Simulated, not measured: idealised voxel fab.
process module | voxel self aligned vias
cross-section cut | 205 nm wide | cells 5 nm
A cross-section is a grid of square cells, given in bands from the top down. A band is one or more rows of cells.
Each band's line starts with the height of the band's top and of its bottom, in nm. Then come its materials from left to right, each with its width in nm. One material with "throughout" fills the band from edge to edge. "air" is empty space.
Height 0 is the level under which the wafer as received is all one material. The lowest band goes on downwards, as in "0 down".
A width such as "30 to 40" changes by the same amount from each row of cells to the next, from the band's top row to its bottom row.
"no change" after a step means that no cell of the cross-section changed.
closed voids: empty space of 8 cells or more with no open way to the top, each as width x height at its distance from the left edge, in nm
after a step's settings: what the simulator itself notes on the step
overlay nm, on a step with a mask: how far to the right of its planned place the mask lay; to the left if negative
plan
1 op RECEIVE | material Si
2 op CONFORMAL_DEP | material SiO2 | thk nm 10
3 op CONFORMAL_DEP | material SiCN | thk nm 5
4 op DIRECTIONAL_DEP | material lowk | thk nm 30
5 op MASKED_ETCH | tone open | mask id LINES | width nm 20 | pitch nm 65 | etch materials lowk | depth nm 30 | overlay nm -10
6 op CONFORMAL_DEP | material TiN | thk nm 5
7 op FILL_DEP | material W | thk nm 5
8 op CMP | height nm 45
9 op SELECTIVE_ETCH | etch materials W Ru TiN | depth nm 5
10 op FILL_DEP | material SiN | thk nm 5
11 op CMP | height nm 45
12 op DIRECTIONAL_DEP | material lowk | thk nm 15
13 op PATTERN | tone open | mask id VIAS | material resist | width nm 40 | pitch nm 65 | thk nm 20 | overlay nm 0
14 op DIRECTIONAL_ETCH | etch materials lowk | depth nm 15
15 op DIRECTIONAL_ETCH | etch materials SiN | depth nm 5
16 op STRIP | etch materials resist
17 op CONFORMAL_DEP | material TiN | thk nm 5
18 op FILL_DEP | material Cu | thk nm 10
19 op CMP | height nm 60
20 op CONFORMAL_DEP | material SiCN | thk nm 5
varied across the wafers: overlay nm of step 5. The plan shows the first wafer's value. All wafers start alike
first wafer as received, after step 1
  0 down: Si throughout
  closed voids: none
first wafer at the end, after step 20
  65 to 60: SiCN throughout
  60 to 50: lowk 15 | TiN 5 | Cu 30 | TiN 5 | lowk 25 | TiN 5 | Cu 30 | TiN 5 | lowk 25 | TiN 5 | Cu 30 | TiN 5 | lowk 20
  50 to 45: lowk 15 | TiN 5 | Cu 10 | TiN 25 | lowk 25 | TiN 5 | Cu 10 | TiN 25 | lowk 25 | TiN 5 | Cu 10 | TiN 25 | lowk 20
  45 to 40: lowk 15 | TiN 20 | lowk 45 | TiN 20 | lowk 45 | TiN 20 | lowk 40
  40 to 20: lowk 15 | TiN 5 | W 10 | TiN 5 | lowk 45 | TiN 5 | W 10 | TiN 5 | lowk 45 | TiN 5 | W 10 | TiN 5 | lowk 40
  20 to 15: lowk 15 | TiN 20 | lowk 45 | TiN 20 | lowk 45 | TiN 20 | lowk 40
  15 to 10: SiCN throughout
  10 to 0: SiO2 throughout
  0 down: Si throughout
  closed voids: none
last wafer at the end
  65 to 60: SiCN throughout
  60 to 50: lowk 15 | TiN 5 | Cu 30 | TiN 5 | lowk 25 | TiN 5 | Cu 30 | TiN 5 | lowk 25 | TiN 5 | Cu 30 | TiN 5 | lowk 20
  50 to 45: lowk 15 | TiN 30 | Cu 5 | TiN 5 | lowk 25 | TiN 30 | Cu 5 | TiN 5 | lowk 25 | TiN 30 | Cu 5 | TiN 5 | lowk 20
  45 to 40: lowk 40 | TiN 15 | SiN 5 | lowk 45 | TiN 15 | SiN 5 | lowk 45 | TiN 15 | SiN 5 | lowk 15
  40 to 20: lowk 40 | TiN 5 | W 10 | TiN 5 | lowk 45 | TiN 5 | W 10 | TiN 5 | lowk 45 | TiN 5 | W 10 | TiN 5 | lowk 15
  20 to 15: lowk 40 | TiN 20 | lowk 45 | TiN 20 | lowk 45 | TiN 20 | lowk 15
  15 to 10: SiCN throughout
  10 to 0: SiO2 throughout
  0 down: Si throughout
  closed voids: none
each wafer at the end: cells of each material gained (+) or lost (-) since it was received, then its closed voids
overlay nm -10 | +42 Cu | +82 SiCN | +82 SiO2 | +78 TiN | +24 W | +225 lowk | closed voids: none
overlay nm -5 | +42 Cu | +82 SiCN | +82 SiO2 | +78 TiN | +24 W | +225 lowk | closed voids: none
overlay nm 0 | +42 Cu | +82 SiCN | +82 SiO2 | +78 TiN | +24 W | +225 lowk | closed voids: none
overlay nm 5 | +42 Cu | +82 SiCN | +82 SiO2 | +78 TiN | +24 W | +225 lowk | closed voids: none
overlay nm 10 | +42 Cu | +82 SiCN | +82 SiO2 | +78 TiN | +24 W | +225 lowk | closed voids: none
overlay nm 15 | +39 Cu | +82 SiCN | +3 SiN | +82 SiO2 | +78 TiN | +24 W | +225 lowk | closed voids: none
